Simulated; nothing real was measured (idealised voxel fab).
Process module in this document: voxel ribs on slabs
This is section cut - it's 275 nm across, gridded in 5 nm square cells.
In what follows, cross-sections appear as grids of square cells, described through bands that run from the top down, where every band is one or more rows of cells. Heights first: top, then bottom, in nm. Then materials, left to right, each with a width in nm. "edge to edge" on a single material: fills the band edge to edge. "blank": empty space. Below 0: as-received wafer, all one material; heights counted from there. Lowest band: no bottom, goes on down, written "0 and below". Width "30..40": first value at the band's top row of cells, second value at its bottom row, equal change from row to row. Take "nothing changed" at face value: in the step it is given for, the cross-section changed in none of its cells. The list in "Voids, enclosed" covers empty spaces of 8 cells or more that cannot reach the top through any open way, and it gives each as width x height at distance; the distance is from the left edge, and width, height and distance are in nm. Text after the settings on a step's line: the simulator's own remark on that step. On any step carrying a mask, the "overlay nm" setting, if present on the step's line, tells how far right of its planned place the mask lay; negative values point to the left.

Process steps foreseen in the plan:
1: op RECEIVE | material Si
2: op DIRECTIONAL_DEP | material SiO2 | thk nm 30
3: op DIRECTIONAL_DEP | material SiN | thk nm 25
4: op PATTERN | tone cover | mask id RIB | material resist | width nm 30 | thk nm 20 | overlay nm 0
5: op DIRECTIONAL_ETCH | etch materials SiN | depth nm 10
6: op STRIP | etch materials resist
7: op DIRECTIONAL_DEP | material aC | thk nm 10
8: op PATTERN | tone cover | mask id SLAB | material resist | width nm 60 | thk nm 30 | overlay nm 0
9: op DIRECTIONAL_ETCH | etch materials aC | depth nm 10
10: op STRIP | etch materials resist
11: op DIRECTIONAL_ETCH | etch materials SiN | depth nm 15
12: op STRIP | etch materials aC
13: op FILL_DEP | material SiO2 | thk nm 20
14: op CMP | height nm 70
15: op DIRECTIONAL_DEP | material TiN | thk nm 10
16: op DIRECTIONAL_DEP | material aC | thk nm 15
17: op PATTERN | tone cover | mask id HEATER | material resist | width nm 40 | thk nm 35 | overlay nm 0
18: op DIRECTIONAL_ETCH | etch materials aC | depth nm 15
19: op STRIP | etch materials resist
20: op DIRECTIONAL_ETCH | etch materials TiN | depth nm 10
21: op STRIP | etch materials aC
22: op CONFORMAL_DEP | material SiO2 | thk nm 5

The cross-section here shows the wafer as received, i.e. in its state after step 1:
- 0 and below: Si edge to edge
- Voids, enclosed: none

Looking at the first of two wafers in cross-section at end of module - ran to plan:
- 85 down to 80: 110 nm blank  50 nm SiO2  115 nm blank
- 80 down to 75: 110 nm blank  5 nm SiO2  40 nm TiN  5 nm SiO2  115 nm blank
- 75 down to 70: 115 nm SiO2  40 nm TiN  120 nm SiO2
- 70 down to 55: SiO2 edge to edge
- 55 down to 45: 120 nm SiO2  30 nm SiN  125 nm SiO2
- 45 down to 30: 105 nm SiO2  60 nm SiN  110 nm SiO2
- 30 down to 0: SiO2 edge to edge
- 0 and below: Si edge to edge
- Voids, enclosed: none

This is the second of the two wafers, cross-sectioned at the end of the module; it started exactly like the first and was given the same plan, but it was run with one mistake:
- 85 down to 80: 110 nm blank  50 nm SiO2  115 nm blank
- 80 down to 75: 110 nm blank  5 nm SiO2  40 nm TiN  5 nm SiO2  115 nm blank
- 75 down to 70: 115 nm SiO2  40 nm TiN  120 nm SiO2
- 70 down to 25: SiO2 edge to edge
- 25 down to 0: SiN edge to edge
- 0 and below: Si edge to edge
- Voids, enclosed: none
Short version of what went wrong: the run placed steps 2 and 3 each in the position the plan gave to the other
Final difference in cells, second wafer against first, listed per material as more or fewer: +227 SiN; -227 SiO2
